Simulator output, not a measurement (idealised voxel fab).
The following is a process module called voxel self aligned vias.
We display cut, a cross-section 260 nm in width whose square cells are each 5 nm.
Heads up, the way a cross-section reads in here is a grid of square cells, handed over as bands from the top down, with every band being one or more rows of cells.
The entry gives the band's vertical extent as a top height and a bottom height in nm, then its horizontal make-up as materials from left to right, each with a width in nm. "empty" stands for empty space; a single material marked "throughout" fills the band edge to edge.
Heights are expressed relative to 0, this being the level below which the as-received wafer comprises one material exclusively. The lowest band is unbounded in the downward direction and is denoted as in "top 0, no bottom".
Per-row width for "30->40": begins at first number (top row of band), ends at second number (bottom row), increment between rows held constant.
The cross-section has no changed cell in any step marked "remained unchanged".
Basically, "Fully closed voids" tells you about the enclosed voids: empty spaces with no open way to the top, 8 cells or bigger, each written width x height at distance, where distance is from the left edge, all in nm.
Heads up: the bit after the settings on a step's line is the simulator's remark on that step.
What "overlay nm" on a step's line means: if the step has a mask, that mask lay this far to the right of its planned place, or, when the value is negative, to the left.

**Set out below are the planned steps of the process**
1,RECEIVE with material Si
2,CONFORMAL_DEP with material SiO2, thk nm 10
3,CONFORMAL_DEP with material SiCN, thk nm 5
4,DIRECTIONAL_DEP with material lowk, thk nm 30
5,DIRECTIONAL_DEP with material aC, thk nm 15
6,PATTERN with tone open, mask id LINES, material resist, width nm 20, pitch nm 60, thk nm 30, overlay nm 0
7,DIRECTIONAL_ETCH with etch materials aC, depth nm 15
8,STRIP with etch materials resist
9,DIRECTIONAL_ETCH with etch materials lowk, depth nm 30
10,STRIP with etch materials aC
11,CONFORMAL_DEP with material TiN, thk nm 5
12,FILL_DEP with material Ru, thk nm 5
13,CMP with height nm 45
14,SELECTIVE_ETCH with etch materials W Ru TiN, depth nm 5
15,FILL_DEP with material SiN, thk nm 5
16,CMP with height nm 45
17,DIRECTIONAL_DEP with material lowk, thk nm 20
18,MASKED_ETCH with tone open, mask id VIAS, width nm 40, pitch nm 60, etch materials lowk, depth nm 20, overlay nm 0
19,MASKED_ETCH with tone open, mask id VIAS, width nm 40, pitch nm 60, etch materials SiN, depth nm 5, overlay nm 0
20,CONFORMAL_DEP with material TiN, thk nm 5
21,FILL_DEP with material W, thk nm 5
22,CMP with height nm 65
23,CONFORMAL_DEP with material SiN, thk nm 5

**Incoming wafer, cross-sectional view, post step 1**
	top 0, no bottom | Si throughout
	Fully closed voids: none

**The module was run from the start shown above using the plan shown above, but one mistake was made doing it; the resulting wafer cross-section is below**
	top 70, bottom 65 | SiN throughout
	top 65, bottom 45 | lowk: 80  TiN: 5  W: 30  TiN: 5  lowk: 20  TiN: 5  W: 30  TiN: 5  lowk: 80
	top 45, bottom 40 | SiN: 80  TiN: 40  SiN: 20  TiN: 40  SiN: 80
	top 40, bottom 35 | TiN: 95  Ru: 10  TiN: 50  Ru: 10  TiN: 95
	top 35, bottom 10 | lowk: 90  TiN: 5  Ru: 10  TiN: 5  lowk: 40  TiN: 5  Ru: 10  TiN: 5  lowk: 90
	top 10, bottom 5 | lowk: 90  TiN: 20  lowk: 40  TiN: 20  lowk: 90
	top 5, bottom 0 | SiCN throughout
	top 0, no bottom | Si throughout
	Fully closed voids: none
Nonconformance to the process plan: step 2 was left out
